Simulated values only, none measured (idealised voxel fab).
Title: Process Module voxel plated lines
Pictured: cross-section cut, 235 nm wide, on a grid of 5 nm square cells.
Cross-section = grid of square cells, listed top down in bands; band = one or more rows. Top, bottom (nm), then materials left to right with widths (nm); lone material tagged "throughout" fills the whole band edge to edge; "empty" = empty space. A quick word on heights: they are counted from 0, and under that level the wafer as it came to us is one material throughout. The lowest band is different from the rest in having no bottom; it simply continues downward, written as in "z 0 and below". With a width like "30 to 40", each row of cells in the band differs from the next by the same amount, the top row carrying the first number and the bottom row the second. Where a step carries "stayed the same", the cross-section came out of it unchanged, cell for cell. "Cavities, closed": sealed empty spaces, 8 cells or more, no open way to top, listed width x height at distance, with distance from the left edge and width, height and distance in nm. Whatever follows a step's settings on its line is a remark the simulator itself makes about that step. A step line may carry the setting "overlay nm", which, for steps involving a mask, states the distance by which the mask lay to the right of its intended position; negative values denote displacement to the left.
PLANNED PROCESS STEPS
| 1 | RECEIVE: material Si |
| 2 | CONFORMAL_DEP: material Al2O3, thk nm 5 |
| 3 | DIRECTIONAL_DEP: material TiN, thk nm 5 |
| 4 | PATTERN: tone open, mask id LINES, material resist, width nm 25, pitch nm 55, thk nm 30, overlay nm -5 |
| 5 | EPI: material Ru, thk nm 5 |
| 6 | EPI: material Ru, thk nm 5 |
| 7 | STRIP: etch materials resist |
| 8 | DIRECTIONAL_ETCH: etch materials TiN, depth nm 5 |
| 9 | CONFORMAL_DEP: material SiN, thk nm 10 |
Be aware that, although all wafers share a common starting state, the overlay nm at step 4 differs among them, and the plan displays the first wafer's value.
CROSS-SECTION OF THE FIRST OF SEVERAL WAFERS AS RECEIVED (AFTER STEP 1)
> z 0 and below  Si throughout
> Cavities, closed: none
BELOW, A ROW FOR EVERY WAFER. READ IT AS THE END-OF-MODULE PICTURE: FOR EACH MATERIAL THE WAFER SHOWS ITS CELLS GAINED (+) OR LOST (-) SINCE IT WAS RECEIVED, AND THEN ITS CLOSED VOIDS
overlay nm -5 | +47 Al2O3 | +40 Ru | +142 SiN | +20 TiN | Cavities, closed: none
overlay nm 0 | +47 Al2O3 | +40 Ru | +142 SiN | +20 TiN | Cavities, closed: none
overlay nm 5 | +47 Al2O3 | +40 Ru | +142 SiN | +20 TiN | Cavities, closed: none
overlay nm 10 | +47 Al2O3 | +40 Ru | +142 SiN | +20 TiN | Cavities, closed: none
